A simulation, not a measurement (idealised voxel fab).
process module | voxel self aligned contacts
cross-section cut | 175 nm wide | cells 5 nm
A cross-section is a grid of square cells, given in bands from the top down. A band is one or more rows of cells.
Each band's line starts with the height of the band's top and of its bottom, in nm. Then come its materials from left to right, each with its width in nm. One material with "throughout" fills the band from edge to edge. "air" is empty space.
Height 0 is the level under which the wafer as received is all one material. The lowest band goes on downwards, as in "0 down".
A width such as "30 to 40" changes by the same amount from each row of cells to the next, from the band's top row to its bottom row.
"no change" after a step means that no cell of the cross-section changed.
closed voids: empty space of 8 cells or more with no open way to the top, each as width x height at its distance from the left edge, in nm
after a step's settings: what the simulator itself notes on the step
overlay nm, on a step with a mask: how far to the right of its planned place the mask lay; to the left if negative
plan
1 op RECEIVE | material Si
2 op CONFORMAL_DEP | material SiO2 | thk nm 5
3 op DIRECTIONAL_DEP | material polySi | thk nm 25
4 op DIRECTIONAL_DEP | material SiN | thk nm 15
5 op DIRECTIONAL_DEP | material aC | thk nm 10
6 op PATTERN | tone cover | mask id GATE | material resist | width nm 30 | pitch nm 55 | thk nm 30 | overlay nm 0
7 op DIRECTIONAL_ETCH | etch materials aC | depth nm 10
8 op STRIP | etch materials resist
9 op DIRECTIONAL_ETCH | etch materials SiN | depth nm 15
10 op DIRECTIONAL_ETCH | etch materials polySi | depth nm 25
11 op STRIP | etch materials aC
12 op CONFORMAL_DEP | material SiN | thk nm 5
13 op DIRECTIONAL_ETCH | etch materials SiN | depth nm 5
14 op FILL_DEP | material SiO2 | thk nm 20
15 op CMP | height nm 55
16 op MASKED_ETCH | tone open | mask id CONTACT | width nm 35 | etch materials SiO2 | depth nm 45 | overlay nm 0
17 op CONFORMAL_DEP | material TiN | thk nm 5
18 op FILL_DEP | material Ru | thk nm 5
19 op CMP | height nm 55
20 op CONFORMAL_DEP | material SiCN | thk nm 5
varied across the wafers: depth nm of step 16. The plan shows the first wafer's value. All wafers start alike
first wafer as received, after step 1
  0 down: Si throughout
  closed voids: none
each wafer at the end: cells of each material gained (+) or lost (-) since it was received, then its closed voids
depth nm 45 | +12 Ru | +35 SiCN | +68 SiN | +222 SiO2 | +23 TiN | +60 polySi | closed voids: none
depth nm 50 | +13 Ru | +35 SiCN | +68 SiN | +219 SiO2 | +25 TiN | +60 polySi | closed voids: none
depth nm 55 | +14 Ru | +35 SiCN | +68 SiN | +216 SiO2 | +27 TiN | +60 polySi | closed voids: none
depth nm 60 | +14 Ru | +35 SiCN | +68 SiN | +216 SiO2 | +27 TiN | +60 polySi | closed voids: none
depth nm 65 | +14 Ru | +35 SiCN | +68 SiN | +216 SiO2 | +27 TiN | +60 polySi | closed voids: none
depth nm 70 | +14 Ru | +35 SiCN | +68 SiN | +216 SiO2 | +27 TiN | +60 polySi | closed voids: none
